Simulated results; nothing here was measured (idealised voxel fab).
The process module presented herein is designated voxel lift off.
Square cells of 5 nm make up the cross-section cut, whose width is 250 nm.
Cross-section = grid of square cells, listed top down in bands; band = one or more rows. Basically the band line says how high the top is and how high the bottom is, in nm, and then what's in it from left to right, every material with its width in nm. Empty space shows up as "empty", and if a single material carries "edge to edge" it runs the full band edge to edge. The reference from which all heights are counted is 0, the level beneath which the as-received wafer is entirely one material; the lowest band, having no lower bound, proceeds downward and is written after the example "top 0, no bottom". The two numbers in a width such as "30 to 40" mark its ends across the band: the first belongs to the top row of cells, the second to the bottom row, and from each row to the next the width moves by the same amount. Where the words "everything unchanged" appear for a step, the cross-section shows no cell changed by that step; every cell remained as before. For the entry "Sealed voids", the listed items are empty spaces with no open way to the top whose size is 8 cells or more; each item follows the pattern width x height at distance, where distance is from the left edge and all three are in nm. Formally, on a step line, whatever follows the settings is a remark that the simulator itself makes on the step. overlay nm: on a step with a mask, how far right of its planned place the mask lay; negative means left.

## These are the steps we planned for the process
1. RECEIVE, material Si
2. CONFORMAL_DEP, material SiN, thk nm 15
3. PATTERN, tone open, mask id LINES, material resist, width nm 20, pitch nm 50, thk nm 20, overlay nm 0
4. DIRECTIONAL_DEP, material Ru, thk nm 10
5. STRIP, etch materials resist
6. CONFORMAL_DEP, material SiCN, thk nm 5

## Here's what the wafer looked like in cross-section when it arrived - that's after step 1
  top 0, no bottom: Si edge to edge
  Sealed voids: none

## End state of the module in cross-section, given the above starting point and plan and one mistake in execution
  top 35, bottom 30: empty=85  SiCN=30  empty=20  SiCN=30  empty=85
  top 30, bottom 25: empty=85  SiCN=5  Ru=20  SiCN=5  empty=20  SiCN=5  Ru=20  SiCN=5  empty=85
  top 25, bottom 20: SiCN=90  Ru=20  SiCN=30  Ru=20  SiCN=90
  top 20, bottom 0: SiN edge to edge
  top 0, no bottom: Si edge to edge
  Sealed voids: none
Error vs. plan: not per plan at step 2, really ran CONFORMAL_DEP, material SiN, thk nm 20
